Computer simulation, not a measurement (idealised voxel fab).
Process module, titled voxel tone inversion
We display cut, a cross-section 285 nm in width whose square cells are each 5 nm.
Think of the cross-section as a grid of square cells. We describe it in bands, top to bottom, and each band covers one or more rows of those cells. The entry gives the band's vertical extent as a top height and a bottom height in nm, then its horizontal make-up as materials from left to right, each with a width in nm. "blank" stands for empty space; a single material marked "throughout" fills the band edge to edge. For the purposes of this specification, 0 denotes the height below which the wafer in its as-received condition is composed wholly of one material, and the lowermost band, lacking a lower limit, extends downward without end, as expressed in "0 -> down". Width: "30..40" (first number = top row, second number = bottom row, same change from row to row of cells). Where a step carries "changes: none", the cross-section came out of it unchanged, cell for cell. Each empty space that has no open way to the top and spans at least 8 cells appears under "Voids, sealed" as width x height at distance, the distance counted from the left edge, all in nm. Read whatever lies past the settings on a step's line as the simulator's own remark about the step. The "overlay nm" setting may appear on a step's line; for a step that uses a mask, it gives how far to the right of its planned position the mask lay, and a negative value indicates the left.
### The planned process steps are enumerated hereunder
1. RECEIVE,material Si
2. CONFORMAL_DEP,material SiN,thk nm 5
3. DIRECTIONAL_DEP,material aC,thk nm 20
4. PATTERN,tone cover,mask id POSTS,material resist,width nm 15,pitch nm 45,thk nm 25,overlay nm 0
5. DIRECTIONAL_ETCH,etch materials aC,depth nm 20
6. STRIP,etch materials resist
7. FILL_DEP,material SiO2,thk nm 10
8. CMP,height nm 25
9. STRIP,etch materials aC
10. CONFORMAL_DEP,material TiN,thk nm 5
11. FILL_DEP,material Ru,thk nm 5
12. CMP,height nm 25
13. CONFORMAL_DEP,material SiCN,thk nm 5
### Run as planned: first of two wafers
### Incoming wafer in cross-section (state: after step 1)
* 0 -> down | Si throughout
* Voids, sealed: none
### How the wafer stands in section after step 2
* 5 -> 0 | SiN throughout
* All layers under 0 are left as they were.
### How the wafer stands in section after step 3
* 25 -> 5 | aC throughout
* All layers under 5 are left as they were.
### How the wafer stands in section after step 4
* 50 -> 25 | 110 nm blank, 15 nm resist, 30 nm blank, 15 nm resist, 115 nm blank
* All layers under 25 are left as they were.
### How the wafer stands in section after step 5
* 30 -> 25 | 110 nm blank, 15 nm resist, 30 nm blank, 15 nm resist, 115 nm blank
* 25 -> 5 | 110 nm blank, 15 nm aC, 30 nm blank, 15 nm aC, 115 nm blank
* All layers under 5 are left as they were.
### How the wafer stands in section after step 6
* 25 -> 5 | 110 nm blank, 15 nm aC, 30 nm blank, 15 nm aC, 115 nm blank
* All layers under 5 are left as they were.
### How the wafer stands in section after step 7
* 35 -> 25 | SiO2 throughout
* 25 -> 5 | 110 nm SiO2, 15 nm aC, 30 nm SiO2, 15 nm aC, 115 nm SiO2
* All layers under 5 are left as they were.
### How the wafer stands in section after step 8
* 25 -> 5 | 110 nm SiO2, 15 nm aC, 30 nm SiO2, 15 nm aC, 115 nm SiO2
* All layers under 5 are left as they were.
### How the wafer stands in section after step 9
* 25 -> 5 | 110 nm SiO2, 15 nm blank, 30 nm SiO2, 15 nm blank, 115 nm SiO2
* All layers under 5 are left as they were.
### How the wafer stands in section after step 10
* 30 -> 25 | 115 nm TiN, 5 nm blank, 40 nm TiN, 5 nm blank, 120 nm TiN
* 25 -> 10 | 110 nm SiO2, 5 nm TiN, 5 nm blank, 5 nm TiN, 30 nm SiO2, 5 nm TiN, 5 nm blank, 5 nm TiN, 115 nm SiO2
* 10 -> 5 | 110 nm SiO2, 15 nm TiN, 30 nm SiO2, 15 nm TiN, 115 nm SiO2
* All layers under 5 are left as they were.
### How the wafer stands in section after step 11
* 35 -> 30 | Ru throughout
* 30 -> 25 | 115 nm TiN, 5 nm Ru, 40 nm TiN, 5 nm Ru, 120 nm TiN
* 25 -> 10 | 110 nm SiO2, 5 nm TiN, 5 nm Ru, 5 nm TiN, 30 nm SiO2, 5 nm TiN, 5 nm Ru, 5 nm TiN, 115 nm SiO2
* All layers under 10 are left as they were.
### How the wafer stands in section after step 12
* 25 -> 10 | 110 nm SiO2, 5 nm TiN, 5 nm Ru, 5 nm TiN, 30 nm SiO2, 5 nm TiN, 5 nm Ru, 5 nm TiN, 115 nm SiO2
* All layers under 10 are left as they were.
### How the wafer stands in section after step 13
* 30 -> 25 | SiCN throughout
* All layers under 25 are left as they were.
### For the second wafer, take the first wafer's start and plan, then add one mistake made in running it; everything through step 1, that step included, is shared with the first
### Second wafer at the planned finish of step 2, seen in cross-section
* 5 -> 0 | SiCN throughout
* All layers under 0 are left as they were.
### Second wafer at the planned finish of step 3, seen in cross-section
* 25 -> 5 | aC throughout
* All layers under 5 are left as they were.
### Second wafer at the planned finish of step 4, seen in cross-section
* 50 -> 25 | 110 nm blank, 15 nm resist, 30 nm blank, 15 nm resist, 115 nm blank
* All layers under 25 are left as they were.
### Second wafer at the planned finish of step 5, seen in cross-section
* 30 -> 25 | 110 nm blank, 15 nm resist, 30 nm blank, 15 nm resist, 115 nm blank
* 25 -> 5 | 110 nm blank, 15 nm aC, 30 nm blank, 15 nm aC, 115 nm blank
* All layers under 5 are left as they were.
### Second wafer at the planned finish of step 6, seen in cross-section
* 25 -> 5 | 110 nm blank, 15 nm aC, 30 nm blank, 15 nm aC, 115 nm blank
* All layers under 5 are left as they were.
### Second wafer at the planned finish of step 7, seen in cross-section
* 35 -> 25 | SiO2 throughout
* 25 -> 5 | 110 nm SiO2, 15 nm aC, 30 nm SiO2, 15 nm aC, 115 nm SiO2
* All layers under 5 are left as they were.
### Second wafer at the planned finish of step 8, seen in cross-section
* 25 -> 5 | 110 nm SiO2, 15 nm aC, 30 nm SiO2, 15 nm aC, 115 nm SiO2
* All layers under 5 are left as they were.
### Second wafer at the planned finish of step 9, seen in cross-section
* 25 -> 5 | 110 nm SiO2, 15 nm blank, 30 nm SiO2, 15 nm blank, 115 nm SiO2
* All layers under 5 are left as they were.
### Second wafer at the planned finish of step 10, seen in cross-section
* 30 -> 25 | 115 nm TiN, 5 nm blank, 40 nm TiN, 5 nm blank, 120 nm TiN
* 25 -> 10 | 110 nm SiO2, 5 nm TiN, 5 nm blank, 5 nm TiN, 30 nm SiO2, 5 nm TiN, 5 nm blank, 5 nm TiN, 115 nm SiO2
* 10 -> 5 | 110 nm SiO2, 15 nm TiN, 30 nm SiO2, 15 nm TiN, 115 nm SiO2
* All layers under 5 are left as they were.
### Second wafer at the planned finish of step 11, seen in cross-section
* 35 -> 30 | Ru throughout
* 30 -> 25 | 115 nm TiN, 5 nm Ru, 40 nm TiN, 5 nm Ru, 120 nm TiN
* 25 -> 10 | 110 nm SiO2, 5 nm TiN, 5 nm Ru, 5 nm TiN, 30 nm SiO2, 5 nm TiN, 5 nm Ru, 5 nm TiN, 115 nm SiO2
* All layers under 10 are left as they were.
### Second wafer at the planned finish of step 12, seen in cross-section
* 25 -> 10 | 110 nm SiO2, 5 nm TiN, 5 nm Ru, 5 nm TiN, 30 nm SiO2, 5 nm TiN, 5 nm Ru, 5 nm TiN, 115 nm SiO2
* All layers under 10 are left as they were.
### Second wafer at the planned finish of step 13, seen in cross-section
* 30 -> 25 | SiCN throughout
* All layers under 25 are left as they were.
Deviation from plan: rather than as planned, step 2 actually ran as CONFORMAL_DEP,material SiCN,thk nm 5
Final cells, second wafer relative to first, materials higher or lower: SiCN +57 | SiN -57
